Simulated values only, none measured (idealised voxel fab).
The name of this process module is voxel ribs on slabs.
The width of the displayed cross-section, cut, is 145 nm; its cells are square, with a size of 5 nm.
This document writes a cross-section as a grid whose cells are square, and gives it as bands, listed from the top down; one or more rows of cells form a band.
Basically the band line says how high the top is and how high the bottom is, in nm, and then what's in it from left to right, every material with its width in nm. Empty space shows up as "empty", and if a single material carries "throughout" it runs the full band edge to edge.
Beneath 0, the wafer as received is one material, and that level is where height counting begins. The lowest band goes on downward without a bottom; it is written like "z 0 and below".
Width "30..40": first value at the band's top row of cells, second value at its bottom row, equal change from row to row.
What does "remains unaltered" mean for a step? It means no cell of the cross-section changed in that step.
For the entry "Fully enclosed voids", the listed items are empty spaces with no open way to the top whose size is 8 cells or more; each item follows the pattern width x height at distance, where distance is from the left edge and all three are in nm.
Whatever follows a step's settings on its line is a remark the simulator itself makes about that step.
You can add "overlay nm" to a step's line. For a step with a mask, it describes how far the mask lay to the right of its planned position, and a negative number describes a lay to the left.
Process steps foreseen in the plan:
| 1 | RECEIVE, material Si |
| 2 | DIRECTIONAL_DEP, material SiO2, thk nm 25 |
| 3 | DIRECTIONAL_DEP, material SiN, thk nm 15 |
| 4 | PATTERN, tone cover, mask id RIB, material resist, width nm 25, thk nm 20, overlay nm 0 |
| 5 | DIRECTIONAL_ETCH, etch materials SiN, depth nm 5 |
| 6 | STRIP, etch materials resist |
| 7 | PATTERN, tone cover, mask id SLAB, material resist, width nm 85, thk nm 15, overlay nm 0 |
| 8 | DIRECTIONAL_ETCH, etch materials SiN, depth nm 10 |
| 9 | STRIP, etch materials resist |
| 10 | FILL_DEP, material SiO2, thk nm 15 |
| 11 | CMP, height nm 40 |
| 12 | DIRECTIONAL_DEP, material W, thk nm 10 |
| 13 | PATTERN, tone cover, mask id HEATER, material resist, width nm 35, thk nm 20, overlay nm 0 |
| 14 | DIRECTIONAL_ETCH, etch materials W, depth nm 10 |
| 15 | STRIP, etch materials resist |
| 16 | CONFORMAL_DEP, material SiO2, thk nm 5 |
All wafers enter the flow in the same state. The height nm at step 11 differs from wafer to wafer, and the plan gives the value for the first wafer.
As-received cross-section, first of several wafers, post step 1:
> z 0 and below | Si throughout
> Fully enclosed voids: none
Each wafer at the end: cells of each material gained (+) or lost (-) since it was received, then its closed voids:
height nm 40, +39 SiN, +226 SiO2, +14 W, Fully enclosed voids: none
height nm 45, +39 SiN, +255 SiO2, +14 W, Fully enclosed voids: none
height nm 50, +39 SiN, +284 SiO2, +14 W, Fully enclosed voids: none
height nm 55, +39 SiN, +313 SiO2, +14 W, Fully enclosed voids: none
